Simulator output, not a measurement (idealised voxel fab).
Proc. module: voxel lift off
140 nm wide, 5 nm square cells: that's cross-section cut.
Cross-section = grid of square cells, listed top down in bands; band = one or more rows. Heads up on the band format: heights come first, top then bottom, in nm. After that it's the materials left to right, each with its width in nm. A single material flagged "everywhere" fills the whole band edge to edge, and "air" means there's empty space there. Heights from 0 (as-received wafer is one material below). Bottom band endless downward, as "0 down". Width "30 to 40": first value at the band's top row of cells, second value at its bottom row, equal change from row to row. Key: "identical to before" - step with no changed cell in the cross-section. Closed empty spaces (no open way to the top) of 8 cells or more are what "Enclosed cavity list" lists, each as width x height at distance from the left edge, nm for all three. Post-settings text on a step line: simulator's own remark regarding the step. A step's line can hold "overlay nm"; with a mask on that step, the setting says how far right of the planned place the mask lay, while a negative setting says it lay to the left.
# These are the steps we planned for the process
1,RECEIVE: material Si
2,CONFORMAL_DEP: material Al2O3, thk nm 10
3,PATTERN: tone open, mask id LINES, material resist, width nm 20, pitch nm 35, thk nm 25, overlay nm 0
4,DIRECTIONAL_DEP: material Ru, thk nm 10
5,STRIP: etch materials resist
6,CONFORMAL_DEP: material SiCN, thk nm 10
# This is the cross-section of the wafer as we received it, i.e. after step 1
  0 down: Si everywhere
  Enclosed cavity list: none
# Run as planned - first of the two wafers cross-sectioned at the end of the module
  30 to 20: air 30, then SiCN 75, then air 35
  20 to 10: SiCN 40, then Ru 20, then SiCN 15, then Ru 20, then SiCN 45
  10 to 0: Al2O3 everywhere
  0 down: Si everywhere
  Enclosed cavity list: none
# Cross-section at end of module for the second wafer of two, which matched the first in starting point and plan and differed by one mistake in its processing
  20 to 10: air 40, then Ru 20, then air 15, then Ru 20, then air 45
  10 to 0: Al2O3 everywhere
  0 down: Si everywhere
  Enclosed cavity list: none
What was done differently from what was planned? step 6 in the plan did not get run; it was skipped
Final difference in cells, second wafer against first, listed per material as more or fewer: SiCN -70
